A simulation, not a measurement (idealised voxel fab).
process module | voxel released beams
cross-section cut | 145 nm wide | cells 5 nm
A cross-section is a grid of square cells, given in bands from the top down. A band is one or more rows of cells.
Each band's line starts with the height of the band's top and of its bottom, in nm. Then come its materials from left to right, each with its width in nm. One material with "throughout" fills the band from edge to edge. "air" is empty space.
Height 0 is the level under which the wafer as received is all one material. The lowest band goes on downwards, as in "0 down".
A width such as "30 to 40" changes by the same amount from each row of cells to the next, from the band's top row to its bottom row.
"no change" after a step means that no cell of the cross-section changed.
closed voids: empty space of 8 cells or more with no open way to the top, each as width x height at its distance from the left edge, in nm
after a step's settings: what the simulator itself notes on the step
overlay nm, on a step with a mask: how far to the right of its planned place the mask lay; to the left if negative
plan
1 op RECEIVE | material Si
2 op CONFORMAL_DEP | material Al2O3 | thk nm 10
3 op DIRECTIONAL_DEP | material SiO2 | thk nm 15
4 op DIRECTIONAL_DEP | material aC | thk nm 10
5 op PATTERN | tone open | mask id ANCHOR | material resist | width nm 45 | thk nm 25 | overlay nm 0
6 op DIRECTIONAL_ETCH | etch materials aC | depth nm 5
7 op STRIP | etch materials resist
8 op DIRECTIONAL_ETCH | etch materials SiO2 | depth nm 15
9 op STRIP | etch materials aC
10 op CONFORMAL_DEP | material polySi | thk nm 15
11 op PATTERN | tone cover | mask id BEAM | material resist | width nm 110 | thk nm 20 | overlay nm 0
12 op DIRECTIONAL_ETCH | etch materials polySi | depth nm 15
13 op STRIP | etch materials resist
14 op STRIP | etch materials SiO2
varied across the wafers: depth nm of step 6. The plan shows the first wafer's value. All wafers start alike
first wafer as received, after step 1
  0 down: Si throughout
  closed voids: none
first wafer at the end, after step 14
  10 to 0: Al2O3 throughout
  0 down: Si throughout
  closed voids: none
last wafer at the end
  40 to 25: air 15 | polySi 20 | air 15 | polySi 75 | air 20
  25 to 10: air 20 | polySi 45 | air 80
  10 to 0: Al2O3 throughout
  0 down: Si throughout
  closed voids: none
each wafer at the end: cells of each material gained (+) or lost (-) since it was received, then its closed voids
depth nm 5 | +58 Al2O3 | closed voids: none
depth nm 10 | +58 Al2O3 | +84 polySi | closed voids: none
depth nm 15 | +58 Al2O3 | +84 polySi | closed voids: none
depth nm 20 | +58 Al2O3 | +84 polySi | closed voids: none
depth nm 25 | +58 Al2O3 | +84 polySi | closed voids: none
